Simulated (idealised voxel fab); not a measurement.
process module | voxel capacitor over wiring
Cross-sectional view cut (width: 230 nm; square cell size: 5 nm).
Just so we're on the same page, the cross-sections are grids of square cells, and they're listed out in bands top to bottom, each band one or more rows deep. In this notation a band is specified by the heights of its top and bottom, in that order and in nm, after which its materials appear from left to right, each paired with its width in nm. The word "edge to edge" attached to a single material means that material fills the band from edge to edge; the word "blank" stands for empty space. Heights are reckoned from 0. Under this level, the received wafer is all of one material. The bottommost band is open-ended downward, for example "top 0, no bottom". You'd read "30->40" like this: the band's top row of cells is as wide as the first number, its bottom row is as wide as the second, and going down, every row changes width by the same amount as the row before did. "all unchanged" -> step changed no cross-section cell. Closed-off voids of 8+ cells (no open route to the top) go in "Enclosed empty spaces", written width x height at distance from the left edge, in nm. Note: text after step settings on the step line = simulator remark on that step. "overlay nm" answers the question of how far to the right of plan the mask lay on a step that has a mask, and when it is negative the answer is to the left.
Process steps foreseen in the plan:
step 1: RECEIVE | material Si
step 2: CONFORMAL_DEP | material SiO2 | thk nm 10
step 3: DIRECTIONAL_DEP | material TiN | thk nm 5
step 4: DIRECTIONAL_DEP | material W | thk nm 25
step 5: DIRECTIONAL_DEP | material aC | thk nm 10
step 6: PATTERN | tone cover | mask id METAL_1 | material resist | width nm 30 | pitch nm 85 | thk nm 30 | overlay nm 0
step 7: DIRECTIONAL_ETCH | etch materials aC | depth nm 10
step 8: STRIP | etch materials resist
step 9: DIRECTIONAL_ETCH | etch materials W | depth nm 25
step 10: DIRECTIONAL_ETCH | etch materials TiN | depth nm 5
step 11: STRIP | etch materials aC
step 12: FILL_DEP | material SiO2 | thk nm 5
step 13: CMP | height nm 40
step 14: CONFORMAL_DEP | material SiCN | thk nm 5
step 15: DIRECTIONAL_DEP | material SiO2 | thk nm 20
step 16: PATTERN | tone open | mask id PLUG_1 | material resist | width nm 15 | thk nm 20 | overlay nm 0
step 17: DIRECTIONAL_ETCH | etch materials SiO2 | depth nm 20
step 18: DIRECTIONAL_ETCH | etch materials SiCN | depth nm 5
step 19: STRIP | etch materials resist
step 20: CONFORMAL_DEP | material TiN | thk nm 5
step 21: FILL_DEP | material Ru | thk nm 10
step 22: CMP | height nm 65
step 23: DIRECTIONAL_DEP | material TiN | thk nm 10
step 24: DIRECTIONAL_DEP | material SiN | thk nm 5
step 25: DIRECTIONAL_DEP | material TiN | thk nm 10
step 26: PATTERN | tone cover | mask id UPPER_PLATE | material resist | width nm 60 | thk nm 20 | overlay nm -15
step 27: DIRECTIONAL_ETCH | etch materials TiN | depth nm 10
step 28: DIRECTIONAL_ETCH | etch materials SiN | depth nm 5
step 29: STRIP | etch materials resist
step 30: PATTERN | tone cover | mask id LOWER_PLATE | material resist | width nm 70 | thk nm 15 | overlay nm 0
step 31: DIRECTIONAL_ETCH | etch materials TiN | depth nm 10
step 32: STRIP | etch materials resist
step 33: FILL_DEP | material SiO2 | thk nm 15
step 34: CMP | height nm 100
step 35: PATTERN | tone open | mask id PLUG_2 | material resist | width nm 15 | thk nm 20 | overlay nm 0
step 36: DIRECTIONAL_ETCH | etch materials SiO2 | depth nm 10
step 37: STRIP | etch materials resist
step 38: CONFORMAL_DEP | material TiN | thk nm 5
step 39: FILL_DEP | material W | thk nm 10
step 40: CMP | height nm 100
step 41: CONFORMAL_DEP | material SiN | thk nm 5
Variable across wafers: step 26 overlay nm (plan value is that of the first wafer; starting state common to all).
As-received state after step 1, first of several wafers, cross-section:
  top 0, no bottom = Si edge to edge
  Enclosed empty spaces: none
End-of-module cross-section, first of several wafers, after last step 41:
  top 105, bottom 100 = SiN edge to edge
  top 100, bottom 95 = SiO2 80  TiN 5  W 5  TiN 5  SiO2 135
  top 95, bottom 90 = SiO2 80  TiN 15  SiO2 135
  top 90, bottom 80 = SiO2 65  TiN 50  SiO2 115
  top 80, bottom 75 = SiO2 55  SiN 60  SiO2 115
  top 75, bottom 65 = SiO2 55  TiN 80  SiO2 95
  top 65, bottom 45 = SiO2 70  TiN 5  Ru 5  TiN 5  SiO2 145
  top 45, bottom 40 = SiCN 70  TiN 15  SiCN 145
  top 40, bottom 15 = SiO2 55  W 30  SiO2 55  W 30  SiO2 60
  top 15, bottom 10 = SiO2 55  TiN 30  SiO2 55  TiN 30  SiO2 60
  top 10, bottom 0 = SiO2 edge to edge
  top 0, no bottom = Si edge to edge
  Enclosed empty spaces: none
Last-wafer cross-section at the end of the module:
  top 105, bottom 100 = SiN edge to edge
  top 100, bottom 95 = SiO2 80  TiN 5  W 5  TiN 5  SiO2 135
  top 95, bottom 90 = SiO2 80  TiN 15  SiO2 135
  top 90, bottom 80 = SiO2 85  TiN 50  SiO2 95
  top 80, bottom 75 = SiO2 85  SiN 60  SiO2 85
  top 75, bottom 65 = SiO2 65  TiN 80  SiO2 85
  top 65, bottom 45 = SiO2 70  TiN 5  Ru 5  TiN 5  SiO2 145
  top 45, bottom 40 = SiCN 70  TiN 15  SiCN 145
  top 40, bottom 15 = SiO2 55  W 30  SiO2 55  W 30  SiO2 60
  top 15, bottom 10 = SiO2 55  TiN 30  SiO2 55  TiN 30  SiO2 60
  top 10, bottom 0 = SiO2 edge to edge
  top 0, no bottom = Si edge to edge
  Enclosed empty spaces: none
Per-wafer rows below. For each material: cells gained (+) or lost (-) since the wafer was received, as of end of module. Then: closed voids:
overlay nm -15; +4 Ru; +43 SiCN; +58 SiN; +720 SiO2; +80 TiN; +61 W; Enclosed empty spaces: none
overlay nm -10; +4 Ru; +43 SiCN; +58 SiN; +720 SiO2; +80 TiN; +61 W; Enclosed empty spaces: none
overlay nm -5; +4 Ru; +43 SiCN; +58 SiN; +720 SiO2; +80 TiN; +61 W; Enclosed empty spaces: none
overlay nm 0; +4 Ru; +43 SiCN; +58 SiN; +720 SiO2; +80 TiN; +61 W; Enclosed empty spaces: none
overlay nm 5; +4 Ru; +43 SiCN; +58 SiN; +720 SiO2; +80 TiN; +61 W; Enclosed empty spaces: none
overlay nm 10; +4 Ru; +43 SiCN; +58 SiN; +720 SiO2; +80 TiN; +61 W; Enclosed empty spaces: none
overlay nm 15; +4 Ru; +43 SiCN; +58 SiN; +720 SiO2; +80 TiN; +61 W; Enclosed empty spaces: none
